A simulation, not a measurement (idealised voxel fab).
voxel double patterning: a process module
cross-section cut | 265 nm wide | cells 5 nm
Just so we're on the same page, the cross-sections are grids of square cells, and they're listed out in bands top to bottom, each band one or more rows deep.
Band: top height; bottom height; in nm. Then, left to right: material with width in nm, for each material. "throughout": a single material spanning edge to edge. "empty": empty space.
Basically, 0 is our baseline, since under it the wafer straight out of the box is all one material. The bottom band has no lower end and keeps on going down, so it looks like "0..down".
The notation "30->40" denotes a width that varies across the rows of cells in the band, beginning at the first number in the top row, finishing at the second number in the bottom row, and changing by an identical amount from each row to the next.
What does "remained the same" mean for a step? It means no cell of the cross-section changed in that step.
Voids not open to the top, 8 cells minimum: see "Enclosed void list". Written width x height at distance; distance is from the left edge; nm.
Formally, on a step line, whatever follows the settings is a remark that the simulator itself makes on the step.
overlay nm, on a step with a mask: how far to the right of its planned place the mask lay; to the left if negative

STEPS IN THE PROCESS PLAN
1 RECEIVE,material Si
2 CONFORMAL_DEP,material SiO2,thk nm 5
3 DIRECTIONAL_DEP,material TiN,thk nm 15
4 DIRECTIONAL_DEP,material SiN,thk nm 5
5 MASKED_ETCH,tone open,mask id FIRST,width nm 15,pitch nm 50,etch materials SiN,depth nm 5,overlay nm 0
6 PATTERN,tone open,mask id SECOND,material resist,width nm 15,pitch nm 50,thk nm 15,overlay nm 0
7 DIRECTIONAL_ETCH,etch materials SiN,depth nm 5
8 STRIP,etch materials resist
9 DIRECTIONAL_ETCH,etch materials TiN,depth nm 15
10 STRIP,etch materials SiN

WAFER CROSS-SECTION ON RECEIPT, I.E. AFTER STEP 1
	0..down  Si throughout
	Enclosed void list: none

BELOW IS THE WAFER IN CROSS-SECTION AFTER THE MODULE WAS COMPLETED. IT BEGAN FROM THE STARTING POINT SHOWN ABOVE AND FOLLOWED THE PLAN SHOWN ABOVE, EXCEPT THAT ONE MISTAKE WAS MADE WHILE RUNNING IT
	30..15  TiN=75, empty=15, TiN=10, empty=15, TiN=10, empty=15, TiN=10, empty=15, TiN=10, empty=15, TiN=75
	15..0  SiO2 throughout
	0..down  Si throughout
	Enclosed void list: none
Short version of what went wrong: in deviation from the planned setting, step 2 was conducted as CONFORMAL_DEP,material SiO2,thk nm 15
